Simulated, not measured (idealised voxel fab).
process module | voxel self aligned contacts
cross-section cut | 160 nm wide | cells 5 nm
A cross-section is a grid of square cells, given in bands from the top down. A band is one or more rows of cells.
Each band's line starts with the height of the band's top and of its bottom, in nm. Then come its materials from left to right, each with its width in nm. One material with "throughout" fills the band from edge to edge. "air" is empty space.
Height 0 is the level under which the wafer as received is all one material. The lowest band goes on downwards, as in "0 down".
A width such as "30 to 40" changes by the same amount from each row of cells to the next, from the band's top row to its bottom row.
"no change" after a step means that no cell of the cross-section changed.
closed voids: empty space of 8 cells or more with no open way to the top, each as width x height at its distance from the left edge, in nm
after a step's settings: what the simulator itself notes on the step
overlay nm, on a step with a mask: how far to the right of its planned place the mask lay; to the left if negative
plan
1 op RECEIVE | material Si
2 op CONFORMAL_DEP | material SiO2 | thk nm 5
3 op DIRECTIONAL_DEP | material polySi | thk nm 20
4 op DIRECTIONAL_DEP | material SiN | thk nm 20
5 op MASKED_ETCH | tone cover | mask id GATE | width nm 30 | pitch nm 75 | etch materials SiN | depth nm 20 | overlay nm 0
6 op MASKED_ETCH | tone cover | mask id GATE | width nm 30 | pitch nm 75 | etch materials polySi | depth nm 20 | overlay nm 0
7 op CONFORMAL_DEP | material SiN | thk nm 10
8 op DIRECTIONAL_ETCH | etch materials SiN | depth nm 10
9 op FILL_DEP | material SiO2 | thk nm 15
10 op CMP | height nm 50
11 op PATTERN | tone open | mask id CONTACT | material resist | width nm 55 | thk nm 20 | overlay nm 0
12 op DIRECTIONAL_ETCH | etch materials SiO2 | depth nm 50
13 op STRIP | etch materials resist
14 op CONFORMAL_DEP | material TiN | thk nm 5
15 op FILL_DEP | material W | thk nm 10
16 op CMP | height nm 50
17 op CONFORMAL_DEP | material SiN | thk nm 5
as received, after step 1
  0 down: Si throughout
  closed voids: none
first wafer at the end, as planned
  55 to 50: SiN throughout
  50 to 45: SiO2 50 | TiN 20 | W 15 | TiN 20 | SiO2 55
  45 to 25: SiO2 15 | SiN 50 | TiN 5 | W 15 | TiN 5 | SiN 50 | SiO2 20
  25 to 5: SiO2 15 | SiN 10 | polySi 30 | SiN 10 | TiN 5 | W 15 | TiN 5 | SiN 10 | polySi 30 | SiN 10 | SiO2 20
  5 to 0: SiO2 65 | TiN 25 | SiO2 70
  0 down: Si throughout
  closed voids: none
second wafer at the end: like start, like plan, one mistake
  55 to 50: TiN throughout
  50 to 45: SiO2 50 | TiN 20 | W 15 | TiN 20 | SiO2 55
  45 to 25: SiO2 15 | SiN 50 | TiN 5 | W 15 | TiN 5 | SiN 50 | SiO2 20
  25 to 5: SiO2 15 | SiN 10 | polySi 30 | SiN 10 | TiN 5 | W 15 | TiN 5 | SiN 10 | polySi 30 | SiN 10 | SiO2 20
  5 to 0: SiO2 65 | TiN 25 | SiO2 70
  0 down: Si throughout
  closed voids: none
what went wrong: step 17 ran as: op CONFORMAL_DEP | material TiN | thk nm 5
at the end the second wafer has, in cells: 32 fewer of SiN | 32 more of TiN
